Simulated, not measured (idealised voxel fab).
process module | voxel tone inversion
cross-section cut | 300 nm wide | cells 5 nm
A cross-section is a grid of square cells, given in bands from the top down. A band is one or more rows of cells.
Each band's line starts with the height of the band's top and of its bottom, in nm. Then come its materials from left to right, each with its width in nm. One material with "throughout" fills the band from edge to edge. "air" is empty space.
Height 0 is the level under which the wafer as received is all one material. The lowest band goes on downwards, as in "0 down".
A width such as "30 to 40" changes by the same amount from each row of cells to the next, from the band's top row to its bottom row.
"no change" after a step means that no cell of the cross-section changed.
closed voids: empty space of 8 cells or more with no open way to the top, each as width x height at its distance from the left edge, in nm
after a step's settings: what the simulator itself notes on the step
overlay nm, on a step with a mask: how far to the right of its planned place the mask lay; to the left if negative
plan
1 op RECEIVE | material Si
2 op CONFORMAL_DEP | material SiN | thk nm 5
3 op DIRECTIONAL_DEP | material polySi | thk nm 15
4 op PATTERN | tone cover | mask id POSTS | material resist | width nm 15 | pitch nm 40 | thk nm 20 | overlay nm 0
5 op DIRECTIONAL_ETCH | etch materials polySi | depth nm 15
6 op STRIP | etch materials resist
7 op FILL_DEP | material SiO2 | thk nm 10
8 op CMP | height nm 20
9 op STRIP | etch materials polySi
10 op CONFORMAL_DEP | material TiN | thk nm 5
11 op FILL_DEP | material Ru | thk nm 10
12 op CMP | height nm 20
13 op CONFORMAL_DEP | material SiN | thk nm 5
first wafer, as planned
as received, after step 1
  0 down: Si throughout
  closed voids: none
after step 2
  5 to 0: SiN throughout
  below 0: unchanged
after step 3
  20 to 5: polySi throughout
  below 5: unchanged
after step 4
  40 to 20: air 100 | resist 15 | air 25 | resist 15 | air 25 | resist 15 | air 105
  below 20: unchanged
after step 5
  40 to 20: air 100 | resist 15 | air 25 | resist 15 | air 25 | resist 15 | air 105
  20 to 5: air 100 | polySi 15 | air 25 | polySi 15 | air 25 | polySi 15 | air 105
  below 5: unchanged
after step 6
  20 to 5: air 100 | polySi 15 | air 25 | polySi 15 | air 25 | polySi 15 | air 105
  below 5: unchanged
after step 7
  30 to 20: SiO2 throughout
  20 to 5: SiO2 100 | polySi 15 | SiO2 25 | polySi 15 | SiO2 25 | polySi 15 | SiO2 105
  below 5: unchanged
after step 8
  20 to 5: SiO2 100 | polySi 15 | SiO2 25 | polySi 15 | SiO2 25 | polySi 15 | SiO2 105
  below 5: unchanged
after step 9
  20 to 5: SiO2 100 | air 15 | SiO2 25 | air 15 | SiO2 25 | air 15 | SiO2 105
  below 5: unchanged
after step 10
  25 to 20: TiN 105 | air 5 | TiN 35 | air 5 | TiN 35 | air 5 | TiN 110
  20 to 10: SiO2 100 | TiN 5 | air 5 | TiN 5 | SiO2 25 | TiN 5 | air 5 | TiN 5 | SiO2 25 | TiN 5 | air 5 | TiN 5 | SiO2 105
  10 to 5: SiO2 100 | TiN 15 | SiO2 25 | TiN 15 | SiO2 25 | TiN 15 | SiO2 105
  below 5: unchanged
after step 11
  35 to 25: Ru throughout
  25 to 20: TiN 105 | Ru 5 | TiN 35 | Ru 5 | TiN 35 | Ru 5 | TiN 110
  20 to 10: SiO2 100 | TiN 5 | Ru 5 | TiN 5 | SiO2 25 | TiN 5 | Ru 5 | TiN 5 | SiO2 25 | TiN 5 | Ru 5 | TiN 5 | SiO2 105
  below 10: unchanged
after step 12
  20 to 10: SiO2 100 | TiN 5 | Ru 5 | TiN 5 | SiO2 25 | TiN 5 | Ru 5 | TiN 5 | SiO2 25 | TiN 5 | Ru 5 | TiN 5 | SiO2 105
  below 10: unchanged
after step 13
  25 to 20: SiN throughout
  below 20: unchanged
second wafer: like start, like plan, one mistake. Through step 3 it matches the first wafer
when step 4 should have ended
  40 to 20: air 100 | resist 20 | air 20 | resist 20 | air 20 | resist 20 | air 100
  below 20: unchanged
when step 5 should have ended
  40 to 20: air 100 | resist 20 | air 20 | resist 20 | air 20 | resist 20 | air 100
  20 to 5: air 100 | polySi 20 | air 20 | polySi 20 | air 20 | polySi 20 | air 100
  below 5: unchanged
when step 6 should have ended
  20 to 5: air 100 | polySi 20 | air 20 | polySi 20 | air 20 | polySi 20 | air 100
  below 5: unchanged
when step 7 should have ended
  30 to 20: SiO2 throughout
  20 to 5: SiO2 100 | polySi 20 | SiO2 20 | polySi 20 | SiO2 20 | polySi 20 | SiO2 100
  below 5: unchanged
when step 8 should have ended
  20 to 5: SiO2 100 | polySi 20 | SiO2 20 | polySi 20 | SiO2 20 | polySi 20 | SiO2 100
  below 5: unchanged
when step 9 should have ended
  20 to 5: SiO2 100 | air 20 | SiO2 20 | air 20 | SiO2 20 | air 20 | SiO2 100
  below 5: unchanged
when step 10 should have ended
  25 to 20: TiN 105 | air 10 | TiN 30 | air 10 | TiN 30 | air 10 | TiN 105
  20 to 10: SiO2 100 | TiN 5 | air 10 | TiN 5 | SiO2 20 | TiN 5 | air 10 | TiN 5 | SiO2 20 | TiN 5 | air 10 | TiN 5 | SiO2 100
  10 to 5: SiO2 100 | TiN 20 | SiO2 20 | TiN 20 | SiO2 20 | TiN 20 | SiO2 100
  below 5: unchanged
when step 11 should have ended
  35 to 25: Ru throughout
  25 to 20: TiN 105 | Ru 10 | TiN 30 | Ru 10 | TiN 30 | Ru 10 | TiN 105
  20 to 10: SiO2 100 | TiN 5 | Ru 10 | TiN 5 | SiO2 20 | TiN 5 | Ru 10 | TiN 5 | SiO2 20 | TiN 5 | Ru 10 | TiN 5 | SiO2 100
  below 10: unchanged
when step 12 should have ended
  20 to 10: SiO2 100 | TiN 5 | Ru 10 | TiN 5 | SiO2 20 | TiN 5 | Ru 10 | TiN 5 | SiO2 20 | TiN 5 | Ru 10 | TiN 5 | SiO2 100
  below 10: unchanged
when step 13 should have ended
  25 to 20: SiN throughout
  below 20: unchanged
what went wrong: step 4 ran as: op PATTERN | tone cover | mask id POSTS | material resist | width nm 20 | pitch nm 40 | thk nm 20 | overlay nm 0
at the end the second wafer has, in cells: 6 more of Ru | 9 fewer of SiO2 | 3 more of TiN
